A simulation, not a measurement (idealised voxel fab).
Herein follows the process module entitled voxel ribs on slabs.
Cross-section cut: width 295 nm, square cells of 5 nm.
A cross-section is written here as square cells arranged in a grid, and it is given in bands from the top down, each band taking up one or more rows of cells. Read a band's entry like this: the first values are the height of its top and the height of its bottom in nm, and what follows is the sequence of materials from left to right, each with its width in nm. Note that "air" is empty space, and that a single material marked "full width" reaches across the band from edge to edge. Convention: height 0 is the level below which the wafer, as received, is all one material. The lowest band does not terminate at the bottom but continues downward, represented as "0 and below". Note: "30->40" means the width goes from the first number (top row of the band) to the second number (bottom row) in equal steps per row of cells. Reading "everything unchanged" for a step: not a cell of the cross-section changed in it. "Voids, fully enclosed" enumerates empty spaces isolated from the top, with no open way to it, that contain at least 8 cells, giving each as width x height at distance from the left edge, all three in nm. Where a step's line continues beyond its settings, the continuation is a remark by the simulator itself on that step. overlay nm: how far to the right of its planned place the mask lay on this masked step (negative: to the left).

The steps planned for the process are as follows
1 op RECEIVE | material Si
2 op DIRECTIONAL_DEP | material SiO2 | thk nm 20
3 op DIRECTIONAL_DEP | material SiN | thk nm 25
4 op MASKED_ETCH | tone cover | mask id RIB | width nm 30 | etch materials SiN | depth nm 5 | overlay nm 0
5 op PATTERN | tone cover | mask id SLAB | material resist | width nm 60 | thk nm 20 | overlay nm 0
6 op DIRECTIONAL_ETCH | etch materials SiN | depth nm 20
7 op STRIP | etch materials resist
8 op FILL_DEP | material SiO2 | thk nm 25
9 op CMP | height nm 65
10 op DIRECTIONAL_DEP | material W | thk nm 5
11 op DIRECTIONAL_DEP | material aC | thk nm 10
12 op PATTERN | tone cover | mask id HEATER | material resist | width nm 40 | thk nm 30 | overlay nm 0
13 op DIRECTIONAL_ETCH | etch materials aC | depth nm 10
14 op STRIP | etch materials resist
15 op DIRECTIONAL_ETCH | etch materials W | depth nm 5
16 op STRIP | etch materials aC
17 op CONFORMAL_DEP | material SiO2 | thk nm 5

Wafer at receipt (post step 1), cross-section
0 and below | Si full width
Voids, fully enclosed: none

First wafer at the end, as planned
75 down to 70 | 120 of air / 50 of SiO2 / 125 of air
70 down to 65 | 125 of SiO2 / 40 of W / 130 of SiO2
65 down to 45 | SiO2 full width
45 down to 40 | 130 of SiO2 / 30 of SiN / 135 of SiO2
40 down to 20 | 115 of SiO2 / 60 of SiN / 120 of SiO2
20 down to 0 | SiO2 full width
0 and below | Si full width
Voids, fully enclosed: none

Cross-section at end of module for the second wafer of two, which matched the first in starting point and plan and differed by one mistake in its processing
75 down to 70 | 120 of air / 50 of SiO2 / 125 of air
70 down to 65 | 125 of SiO2 / 40 of W / 130 of SiO2
65 down to 45 | SiO2 full width
45 down to 30 | 130 of SiO2 / 30 of SiN / 135 of SiO2
30 down to 20 | 115 of SiO2 / 60 of SiN / 120 of SiO2
20 down to 0 | SiO2 full width
0 and below | Si full width
Voids, fully enclosed: none
It is concluded that the wafer was processed incorrectly with respect to the plan, in that for step 4, the planned setting was not used; the step was instead run as op MASKED_ETCH | tone cover | mask id RIB | width nm 30 | etch materials SiN | depth nm 15 | overlay nm 0
At the finish, the second wafer shows more or fewer cells for some materials than the first does: SiN: 12 fewer | SiO2: 12 more
